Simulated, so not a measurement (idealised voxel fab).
The process module that follows is named voxel spacer lines.
Pictured: cross-section cut, 260 nm wide, on a grid of 5 nm square cells.
Cross-section, as written here: a square-cell grid given band by band from the top down, where a band holds one or more rows of cells. Within each band entry, the heights of the top and of the bottom of the band appear first, in that order and in nm; the materials of the band then follow from left to right, each with its corresponding width in nm. The designation "throughout" on a single material indicates that it fills the band from edge to edge; the designation "air" indicates empty space. Beneath 0, the wafer as received is one material, and that level is where height counting begins. The lowest band goes on downward without a bottom; it is written like "top 0, no bottom". A width given as "30..40" starts at the first number in the band's top row and ends at the second number in its bottom row, shifting by an equal amount at every step from row to row. It should be understood that the words "changes: none", when stated for a given step, signify that the cross-section underwent no change in any of its cells during that step. Heads up: "Closed void register" only lists the empty pockets with no open path to the top that are 8 cells or more, and it writes them as width x height at distance, distance from the left edge, in nm. On a step's line, text after the settings is the simulator commenting on that step. "overlay nm" answers the question of how far to the right of plan the mask lay on a step that has a mask, and when it is negative the answer is to the left.

## The planned process steps are enumerated hereunder
1) RECEIVE [material Si]
2) CONFORMAL_DEP [material Al2O3] [thk nm 5]
3) DIRECTIONAL_DEP [material SiN] [thk nm 15]
4) DIRECTIONAL_DEP [material aC] [thk nm 25]
5) PATTERN [tone cover] [mask id MANDREL] [material resist] [width nm 20] [pitch nm 60] [thk nm 35] [overlay nm 0]
6) DIRECTIONAL_ETCH [etch materials aC] [depth nm 25]
7) STRIP [etch materials resist]
8) CONFORMAL_DEP [material SiO2] [thk nm 10]
9) DIRECTIONAL_ETCH [etch materials SiO2] [depth nm 10]
10) STRIP [etch materials aC]
11) DIRECTIONAL_ETCH [etch materials SiN] [depth nm 15]
12) STRIP [etch materials SiO2]

## The first of a set of two wafers, run to plan

## Cross-section of the incoming wafer, state after step 1
- top 0, no bottom = Si throughout
- Closed void register: none

## Upon completion of step 2, the wafer appears in cross-section as shown
- top 5, bottom 0 = Al2O3 throughout
- Rest of section, below 0: as before.

## Upon completion of step 3, the wafer appears in cross-section as shown
- top 20, bottom 5 = SiN throughout
- Rest of section, below 5: as before.

## Upon completion of step 4, the wafer appears in cross-section as shown
- top 45, bottom 20 = aC throughout
- Rest of section, below 20: as before.

## Upon completion of step 5, the wafer appears in cross-section as shown
- top 80, bottom 45 = 90 air | 20 resist | 40 air | 20 resist | 90 air
- Rest of section, below 45: as before.

## Upon completion of step 6, the wafer appears in cross-section as shown
- top 55, bottom 45 = 90 air | 20 resist | 40 air | 20 resist | 90 air
- top 45, bottom 20 = 90 air | 20 aC | 40 air | 20 aC | 90 air
- Rest of section, below 20: as before.

## Upon completion of step 7, the wafer appears in cross-section as shown
- top 45, bottom 20 = 90 air | 20 aC | 40 air | 20 aC | 90 air
- Rest of section, below 20: as before.

## Upon completion of step 8, the wafer appears in cross-section as shown
- top 55, bottom 45 = 80 air | 40 SiO2 | 20 air | 40 SiO2 | 80 air
- top 45, bottom 30 = 80 air | 10 SiO2 | 20 aC | 10 SiO2 | 20 air | 10 SiO2 | 20 aC | 10 SiO2 | 80 air
- top 30, bottom 20 = 90 SiO2 | 20 aC | 40 SiO2 | 20 aC | 90 SiO2
- Rest of section, below 20: as before.

## Upon completion of step 9, the wafer appears in cross-section as shown
- top 45, bottom 20 = 80 air | 10 SiO2 | 20 aC | 10 SiO2 | 20 air | 10 SiO2 | 20 aC | 10 SiO2 | 80 air
- Rest of section, below 20: as before.

## Upon completion of step 10, the wafer appears in cross-section as shown
- top 45, bottom 20 = 80 air | 10 SiO2 | 20 air | 10 SiO2 | 20 air | 10 SiO2 | 20 air | 10 SiO2 | 80 air
- Rest of section, below 20: as before.

## Upon completion of step 11, the wafer appears in cross-section as shown
- top 45, bottom 20 = 80 air | 10 SiO2 | 20 air | 10 SiO2 | 20 air | 10 SiO2 | 20 air | 10 SiO2 | 80 air
- top 20, bottom 5 = 80 air | 10 SiN | 20 air | 10 SiN | 20 air | 10 SiN | 20 air | 10 SiN | 80 air
- Rest of section, below 5: as before.

## Upon completion of step 12, the wafer appears in cross-section as shown
- top 20, bottom 5 = 80 air | 10 SiN | 20 air | 10 SiN | 20 air | 10 SiN | 20 air | 10 SiN | 80 air
- Rest of section, below 5: as before.

## Second wafer, same starting conditions and recipe as the first, one mistake in executing it, nothing differs from the first up to and including step 4

## Second wafer, section view, time point: scheduled end of step 5
- top 80, bottom 45 = 95 air | 15 resist | 45 air | 15 resist | 90 air
- Rest of section, below 45: as before.

## Second wafer, section view, time point: scheduled end of step 6
- top 55, bottom 45 = 95 air | 15 resist | 45 air | 15 resist | 90 air
- top 45, bottom 20 = 95 air | 15 aC | 45 air | 15 aC | 90 air
- Rest of section, below 20: as before.

## Second wafer, section view, time point: scheduled end of step 7
- top 45, bottom 20 = 95 air | 15 aC | 45 air | 15 aC | 90 air
- Rest of section, below 20: as before.

## Second wafer, section view, time point: scheduled end of step 8
- top 55, bottom 45 = 85 air | 35 SiO2 | 25 air | 35 SiO2 | 80 air
- top 45, bottom 30 = 85 air | 10 SiO2 | 15 aC | 10 SiO2 | 25 air | 10 SiO2 | 15 aC | 10 SiO2 | 80 air
- top 30, bottom 20 = 95 SiO2 | 15 aC | 45 SiO2 | 15 aC | 90 SiO2
- Rest of section, below 20: as before.

## Second wafer, section view, time point: scheduled end of step 9
- top 45, bottom 20 = 85 air | 10 SiO2 | 15 aC | 10 SiO2 | 25 air | 10 SiO2 | 15 aC | 10 SiO2 | 80 air
- Rest of section, below 20: as before.

## Second wafer, section view, time point: scheduled end of step 10
- top 45, bottom 20 = 85 air | 10 SiO2 | 15 air | 10 SiO2 | 25 air | 10 SiO2 | 15 air | 10 SiO2 | 80 air
- Rest of section, below 20: as before.

## Second wafer, section view, time point: scheduled end of step 11
- top 45, bottom 20 = 85 air | 10 SiO2 | 15 air | 10 SiO2 | 25 air | 10 SiO2 | 15 air | 10 SiO2 | 80 air
- top 20, bottom 5 = 85 air | 10 SiN | 15 air | 10 SiN | 25 air | 10 SiN | 15 air | 10 SiN | 80 air
- Rest of section, below 5: as before.

## Second wafer, section view, time point: scheduled end of step 12
- top 20, bottom 5 = 85 air | 10 SiN | 15 air | 10 SiN | 25 air | 10 SiN | 15 air | 10 SiN | 80 air
- Rest of section, below 5: as before.
Processing error: planned and actual differ for step 5; actual: PATTERN [tone cover] [mask id MANDREL] [material resist] [width nm 15] [pitch nm 60] [thk nm 35] [overlay nm 0]
Tallied in cells, the final second wafer holds each material in the same quantity as the first, although not at the same places.
